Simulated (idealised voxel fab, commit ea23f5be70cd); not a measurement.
process module | voxel air gaps
Shown is cross-section cut, with a width of 295 nm and square cells of size 5 nm.
A cross-section is written here as square cells arranged in a grid, and it is given in bands from the top down, each band taking up one or more rows of cells. The entry gives the band's vertical extent as a top height and a bottom height in nm, then its horizontal make-up as materials from left to right, each with a width in nm. "air" stands for empty space; a single material marked "edge to edge" fills the band edge to edge. Heights are expressed relative to 0, this being the level below which the as-received wafer comprises one material exclusively. The lowest band is unbounded in the downward direction and is denoted as in "0 and below". Read "30->40" as a graded width: first number on top, second number at the bottom, same change between each pair of neighbouring rows. Where a step carries "nothing altered", the cross-section came out of it unchanged, cell for cell. Entry "Non-vented voids" = empty spaces >= 8 cells with no open way to the top; each as width x height at distance, distance from left edge, all nm. Whatever follows a step's settings on its line is a remark the simulator itself makes about that step. overlay nm: how far to the right of its planned place the mask lay on this masked step (negative: to the left).

STEPS IN THE PROCESS PLAN
- 1: RECEIVE [material Si]
- 2: CONFORMAL_DEP [material SiO2] [thk nm 10]
- 3: CONFORMAL_DEP [material SiCN] [thk nm 5]
- 4: DIRECTIONAL_DEP [material SiO2] [thk nm 40]
- 5: DIRECTIONAL_DEP [material aC] [thk nm 15]
- 6: PATTERN [tone open] [mask id LINES] [material resist] [width nm 25] [pitch nm 50] [thk nm 30] [overlay nm 0]
- 7: DIRECTIONAL_ETCH [etch materials aC] [depth nm 15]
- 8: STRIP [etch materials resist]
- 9: DIRECTIONAL_ETCH [etch materials SiO2] [depth nm 40]
- 10: STRIP [etch materials aC]
- 11: CONFORMAL_DEP [material TiN] [thk nm 5]
- 12: FILL_DEP [material Cu] [thk nm 10]
- 13: CMP [height nm 55]
- 14: EPI [material Ru] [thk nm 10]
- 15: SELECTIVE_ETCH [etch materials SiO2] [depth nm 50]
- 16: CONFORMAL_DEP [material SiCN] [thk nm 5]

FIRST WAFER, AS PLANNED

AS RECEIVED (POST STEP 1): CROSS-SECTION
- 0 and below: Si edge to edge
- Non-vented voids: none

PRESENTED HERE IS A CROSS-SECTION OF THE WAFER AFTER STEP 2 HAS BEEN PERFORMED
- 10 down to 0: SiO2 edge to edge
- Below 0 it's all the same as before, nothing changed down there.

PRESENTED HERE IS A CROSS-SECTION OF THE WAFER AFTER STEP 3 HAS BEEN PERFORMED
- 15 down to 10: SiCN edge to edge
- Below 10 it's all the same as before, nothing changed down there.

PRESENTED HERE IS A CROSS-SECTION OF THE WAFER AFTER STEP 4 HAS BEEN PERFORMED
- 55 down to 15: SiO2 edge to edge
- Below 15 it's all the same as before, nothing changed down there.

PRESENTED HERE IS A CROSS-SECTION OF THE WAFER AFTER STEP 5 HAS BEEN PERFORMED
- 70 down to 55: aC edge to edge
- Below 55 it's all the same as before, nothing changed down there.

PRESENTED HERE IS A CROSS-SECTION OF THE WAFER AFTER STEP 6 HAS BEEN PERFORMED
- 100 down to 70: resist (60) / air (25) / resist (25) / air (25) / resist (25) / air (25) / resist (25) / air (25) / resist (60)
- Below 70 it's all the same as before, nothing changed down there.

PRESENTED HERE IS A CROSS-SECTION OF THE WAFER AFTER STEP 7 HAS BEEN PERFORMED
- 85 down to 70: resist (60) / air (25) / resist (25) / air (25) / resist (25) / air (25) / resist (25) / air (25) / resist (60)
- 70 down to 55: aC (60) / air (25) / aC (25) / air (25) / aC (25) / air (25) / aC (25) / air (25) / aC (60)
- Below 55 it's all the same as before, nothing changed down there.

PRESENTED HERE IS A CROSS-SECTION OF THE WAFER AFTER STEP 8 HAS BEEN PERFORMED
- 70 down to 55: aC (60) / air (25) / aC (25) / air (25) / aC (25) / air (25) / aC (25) / air (25) / aC (60)
- Below 55 it's all the same as before, nothing changed down there.

PRESENTED HERE IS A CROSS-SECTION OF THE WAFER AFTER STEP 9 HAS BEEN PERFORMED
- 70 down to 55: aC (60) / air (25) / aC (25) / air (25) / aC (25) / air (25) / aC (25) / air (25) / aC (60)
- 55 down to 15: SiO2 (60) / air (25) / SiO2 (25) / air (25) / SiO2 (25) / air (25) / SiO2 (25) / air (25) / SiO2 (60)
- Below 15 it's all the same as before, nothing changed down there.

PRESENTED HERE IS A CROSS-SECTION OF THE WAFER AFTER STEP 10 HAS BEEN PERFORMED
- 55 down to 15: SiO2 (60) / air (25) / SiO2 (25) / air (25) / SiO2 (25) / air (25) / SiO2 (25) / air (25) / SiO2 (60)
- Below 15 it's all the same as before, nothing changed down there.

PRESENTED HERE IS A CROSS-SECTION OF THE WAFER AFTER STEP 11 HAS BEEN PERFORMED
- 60 down to 55: TiN (65) / air (15) / TiN (35) / air (15) / TiN (35) / air (15) / TiN (35) / air (15) / TiN (65)
- 55 down to 20: SiO2 (60) / TiN (5) / air (15) / TiN (5) / SiO2 (25) / TiN (5) / air (15) / TiN (5) / SiO2 (25) / TiN (5) / air (15) / TiN (5) / SiO2 (25) / TiN (5) / air (15) / TiN (5) / SiO2 (60)
- 20 down to 15: SiO2 (60) / TiN (25) / SiO2 (25) / TiN (25) / SiO2 (25) / TiN (25) / SiO2 (25) / TiN (25) / SiO2 (60)
- Below 15 it's all the same as before, nothing changed down there.

PRESENTED HERE IS A CROSS-SECTION OF THE WAFER AFTER STEP 12 HAS BEEN PERFORMED
- 70 down to 60: Cu edge to edge
- 60 down to 55: TiN (65) / Cu (15) / TiN (35) / Cu (15) / TiN (35) / Cu (15) / TiN (35) / Cu (15) / TiN (65)
- 55 down to 20: SiO2 (60) / TiN (5) / Cu (15) / TiN (5) / SiO2 (25) / TiN (5) / Cu (15) / TiN (5) / SiO2 (25) / TiN (5) / Cu (15) / TiN (5) / SiO2 (25) / TiN (5) / Cu (15) / TiN (5) / SiO2 (60)
- Below 20 it's all the same as before, nothing changed down there.

PRESENTED HERE IS A CROSS-SECTION OF THE WAFER AFTER STEP 13 HAS BEEN PERFORMED
- 55 down to 20: SiO2 (60) / TiN (5) / Cu (15) / TiN (5) / SiO2 (25) / TiN (5) / Cu (15) / TiN (5) / SiO2 (25) / TiN (5) / Cu (15) / TiN (5) / SiO2 (25) / TiN (5) / Cu (15) / TiN (5) / SiO2 (60)
- Below 20 it's all the same as before, nothing changed down there.

PRESENTED HERE IS A CROSS-SECTION OF THE WAFER AFTER STEP 14 HAS BEEN PERFORMED
- 65 down to 55: air (50) / Ru (45) / air (5) / Ru (45) / air (5) / Ru (45) / air (5) / Ru (45) / air (50)
- Below 55 it's all the same as before, nothing changed down there.

PRESENTED HERE IS A CROSS-SECTION OF THE WAFER AFTER STEP 15 HAS BEEN PERFORMED
- 65 down to 55: air (50) / Ru (45) / air (5) / Ru (45) / air (5) / Ru (45) / air (5) / Ru (45) / air (50)
- 55 down to 20: air (60) / TiN (5) / Cu (15) / TiN (5) / air (25) / TiN (5) / Cu (15) / TiN (5) / air (25) / TiN (5) / Cu (15) / TiN (5) / air (25) / TiN (5) / Cu (15) / TiN (5) / air (60)
- 20 down to 15: air (60) / TiN (25) / air (25) / TiN (25) / air (25) / TiN (25) / air (25) / TiN (25) / air (60)
- Below 15 it's all the same as before, nothing changed down there.

PRESENTED HERE IS A CROSS-SECTION OF THE WAFER AFTER STEP 16 HAS BEEN PERFORMED
- 70 down to 65: air (45) / SiCN (205) / air (45)
- 65 down to 55: air (45) / SiCN (5) / Ru (45) / SiCN (5) / Ru (45) / SiCN (5) / Ru (45) / SiCN (5) / Ru (45) / SiCN (5) / air (45)
- 55 down to 50: air (45) / SiCN (15) / TiN (5) / Cu (15) / TiN (5) / SiCN (25) / TiN (5) / Cu (15) / TiN (5) / SiCN (25) / TiN (5) / Cu (15) / TiN (5) / SiCN (25) / TiN (5) / Cu (15) / TiN (5) / SiCN (15) / air (45)
- 50 down to 20: air (55) / SiCN (5) / TiN (5) / Cu (15) / TiN (5) / SiCN (5) / air (15) / SiCN (5) / TiN (5) / Cu (15) / TiN (5) / SiCN (5) / air (15) / SiCN (5) / TiN (5) / Cu (15) / TiN (5) / SiCN (5) / air (15) / SiCN (5) / TiN (5) / Cu (15) / TiN (5) / SiCN (5) / air (55)
- 20 down to 15: SiCN (60) / TiN (25) / SiCN (25) / TiN (25) / SiCN (25) / TiN (25) / SiCN (25) / TiN (25) / SiCN (60)
- Below 15 it's all the same as before, nothing changed down there.
- Non-vented voids: 15 x 30 at 90; 15 x 30 at 140; 15 x 30 at 190

FOR THE SECOND WAFER, TAKE THE FIRST WAFER'S START AND PLAN, THEN ADD ONE MISTAKE MADE IN RUNNING IT; EVERYTHING THROUGH STEP 2, THAT STEP INCLUDED, IS SHARED WITH THE FIRST

SECOND WAFER, CUT VIEW, END OF STEP 3 PER PLAN
- 50 down to 0: SiO2 edge to edge
- Below 0 it's all the same as before, nothing changed down there.

SECOND WAFER, CUT VIEW, END OF STEP 4 PER PLAN
- 55 down to 50: SiCN edge to edge
- Below 50 it's all the same as before, nothing changed down there.

SECOND WAFER, CUT VIEW, END OF STEP 5 PER PLAN
- 70 down to 55: aC edge to edge
- Below 55 it's all the same as before, nothing changed down there.

SECOND WAFER, CUT VIEW, END OF STEP 6 PER PLAN
- 100 down to 70: resist (60) / air (25) / resist (25) / air (25) / resist (25) / air (25) / resist (25) / air (25) / resist (60)
- Below 70 it's all the same as before, nothing changed down there.

SECOND WAFER, CUT VIEW, END OF STEP 7 PER PLAN
- 85 down to 70: resist (60) / air (25) / resist (25) / air (25) / resist (25) / air (25) / resist (25) / air (25) / resist (60)
- 70 down to 55: aC (60) / air (25) / aC (25) / air (25) / aC (25) / air (25) / aC (25) / air (25) / aC (60)
- Below 55 it's all the same as before, nothing changed down there.

SECOND WAFER, CUT VIEW, END OF STEP 8 PER PLAN
- 70 down to 55: aC (60) / air (25) / aC (25) / air (25) / aC (25) / air (25) / aC (25) / air (25) / aC (60)
- Below 55 it's all the same as before, nothing changed down there.

Second wafer, cut view, end of step 9 per plan: nothing altered

SECOND WAFER, CUT VIEW, END OF STEP 10 PER PLAN
- 55 down to 50: SiCN edge to edge
- Below 50 it's all the same as before, nothing changed down there.

SECOND WAFER, CUT VIEW, END OF STEP 11 PER PLAN
- 60 down to 55: TiN edge to edge
- Below 55 it's all the same as before, nothing changed down there.

SECOND WAFER, CUT VIEW, END OF STEP 12 PER PLAN
- 70 down to 60: Cu edge to edge
- Below 60 it's all the same as before, nothing changed down there.

SECOND WAFER, CUT VIEW, END OF STEP 13 PER PLAN
- 55 down to 50: SiCN edge to edge
- Below 50 it's all the same as before, nothing changed down there.

Second wafer, cut view, end of step 14 per plan: nothing altered

Second wafer, cut view, end of step 15 per plan: nothing altered

SECOND WAFER, CUT VIEW, END OF STEP 16 PER PLAN
- 60 down to 50: SiCN edge to edge
- Below 50 it's all the same as before, nothing changed down there.
What was done differently from what was planned? ran 3 and 4 in swapped order versus the plan
Wafer comparison, final, in cells, second relative to first, materials more or fewer: 84 fewer of Cu, 72 fewer of Ru, 100 fewer of SiCN, 472 more of SiO2, 76 fewer of TiN
Closed voids, final: 3 / 0 (first wafer / second wafer).
